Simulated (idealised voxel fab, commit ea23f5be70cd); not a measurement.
Process module name: voxel capacitor over wiring
The cross-section shown here is cut; it is 280 nm wide and divided into square cells measuring 5 nm on a side.
Notation: cross-section as square-cell grid; stated in bands, top first, going down; one or more cell rows per band.
The band entry comprises the height of the band's top followed by the height of its bottom, expressed in nm, and subsequently the band's materials from left to right, each stated together with its width in nm. Where a single material is marked with the word "throughout", that material fills the band from edge to edge. The word "air" represents empty space.
The reference from which all heights are counted is 0, the level beneath which the as-received wafer is entirely one material; the lowest band, having no lower bound, proceeds downward and is written after the example "top 0, no bottom".
A width such as "30..40" changes by the same amount from each row of cells to the next, from the band's top row to its bottom row.
A step reported as "remained the same" is a step in which no cell of the cross-section changed.
If an empty space has no open way to the top and is at least 8 cells in size, "Closed void inventory" lists it, written width x height at distance, where distance is measured from the left edge and every value is in nm.
Post-settings text on a step line: simulator's own remark regarding the step.
A step's line can hold "overlay nm"; with a mask on that step, the setting says how far right of the planned place the mask lay, while a negative setting says it lay to the left.

Planned step list for the process:
1,RECEIVE: material Si
2,CONFORMAL_DEP: material SiO2, thk nm 15
3,CONFORMAL_DEP: material SiCN, thk nm 5
4,DIRECTIONAL_DEP: material lowk, thk nm 25
5,PATTERN: tone open, mask id METAL_1, material resist, width nm 20, pitch nm 90, thk nm 15, overlay nm 0
6,DIRECTIONAL_ETCH: etch materials lowk, depth nm 25
7,DIRECTIONAL_ETCH: etch materials SiCN, depth nm 5
8,STRIP: etch materials resist
9,CONFORMAL_DEP: material TiN, thk nm 5
10,FILL_DEP: material W, thk nm 5
11,CMP: height nm 45
12,EPI: material Ru, thk nm 5
13,FILL_DEP: material SiCN, thk nm 5
14,DIRECTIONAL_DEP: material SiO2, thk nm 20
15,MASKED_ETCH: tone open, mask id PLUG_1, width nm 15, etch materials SiO2, depth nm 20, overlay nm 0
16,MASKED_ETCH: tone open, mask id PLUG_1, width nm 15, etch materials SiCN, depth nm 5, overlay nm 0
17,CONFORMAL_DEP: material TiN, thk nm 5
18,FILL_DEP: material W, thk nm 10
19,CMP: height nm 75
20,DIRECTIONAL_DEP: material TiN, thk nm 5
21,DIRECTIONAL_DEP: material SiN, thk nm 5
22,DIRECTIONAL_DEP: material TiN, thk nm 5
23,MASKED_ETCH: tone cover, mask id UPPER_PLATE, width nm 75, etch materials TiN, depth nm 5, overlay nm 0
24,MASKED_ETCH: tone cover, mask id UPPER_PLATE, width nm 75, etch materials SiN, depth nm 5, overlay nm 0
25,MASKED_ETCH: tone cover, mask id LOWER_PLATE, width nm 85, etch materials TiN, depth nm 5, overlay nm 0
26,FILL_DEP: material SiO2, thk nm 20
27,CMP: height nm 105
28,PATTERN: tone open, mask id PLUG_2, material resist, width nm 15, thk nm 15, overlay nm 0
29,DIRECTIONAL_ETCH: etch materials SiO2, depth nm 15
30,STRIP: etch materials resist
31,CONFORMAL_DEP: material TiN, thk nm 5
32,FILL_DEP: material W, thk nm 10
33,CMP: height nm 105
34,CONFORMAL_DEP: material SiN, thk nm 5

So this is the incoming wafer in cross-section - it's already been through step 1:
> top 0, no bottom = Si throughout
> Closed void inventory: none

Cross-section: first of two wafers, module finished, run according to plan:
> top 110, bottom 105 = SiN throughout
> top 105, bottom 95 = SiO2 100 / TiN 5 / W 5 / TiN 5 / SiO2 165
> top 95, bottom 85 = SiO2 100..90 / TiN 15..75 / SiO2 165..115
> top 85, bottom 80 = SiO2 90 / SiN 75 / SiO2 115
> top 80, bottom 75 = SiO2 85 / TiN 85 / SiO2 110
> top 75, bottom 55 = SiO2 90 / TiN 5 / W 5 / TiN 5 / SiO2 175
> top 55, bottom 50 = SiCN 90 / TiN 15 / SiCN 175
> top 50, bottom 45 = SiCN 80 / Ru 30 / SiCN 60 / Ru 30 / SiCN 80
> top 45, bottom 20 = lowk 85 / TiN 5 / W 10 / TiN 5 / lowk 70 / TiN 5 / W 10 / TiN 5 / lowk 85
> top 20, bottom 15 = SiCN 85 / TiN 20 / SiCN 70 / TiN 20 / SiCN 85
> top 15, bottom 0 = SiO2 throughout
> top 0, no bottom = Si throughout
> Closed void inventory: none

Cross-sectional view: second of two wafers, end of module; start and plan identical to the first, one mistake in running:
> top 110, bottom 105 = SiN throughout
> top 105, bottom 95 = SiO2 100 / TiN 5 / W 5 / TiN 5 / SiO2 165
> top 95, bottom 85 = SiO2 100..90 / TiN 15..75 / SiO2 165..115
> top 85, bottom 80 = SiO2 80 / SiN 85 / SiO2 115
> top 80, bottom 75 = SiO2 80 / TiN 90 / SiO2 110
> top 75, bottom 55 = SiO2 90 / TiN 5 / W 5 / TiN 5 / SiO2 175
> top 55, bottom 50 = SiCN 90 / TiN 15 / SiCN 175
> top 50, bottom 45 = SiCN 80 / Ru 30 / SiCN 60 / Ru 30 / SiCN 80
> top 45, bottom 20 = lowk 85 / TiN 5 / W 10 / TiN 5 / lowk 70 / TiN 5 / W 10 / TiN 5 / lowk 85
> top 20, bottom 15 = SiCN 85 / TiN 20 / SiCN 70 / TiN 20 / SiCN 85
> top 15, bottom 0 = SiO2 throughout
> top 0, no bottom = Si throughout
> Closed void inventory: none
what went wrong: it should be noted that step 24 was executed with settings other than those planned, the operation and settings actually applied being MASKED_ETCH: tone cover, mask id UPPER_PLATE, width nm 75, etch materials SiN, depth nm 5, overlay nm -10
Materials where the second wafer ends with more or fewer cells than the first: +2 SiN; -3 SiO2; +1 TiN
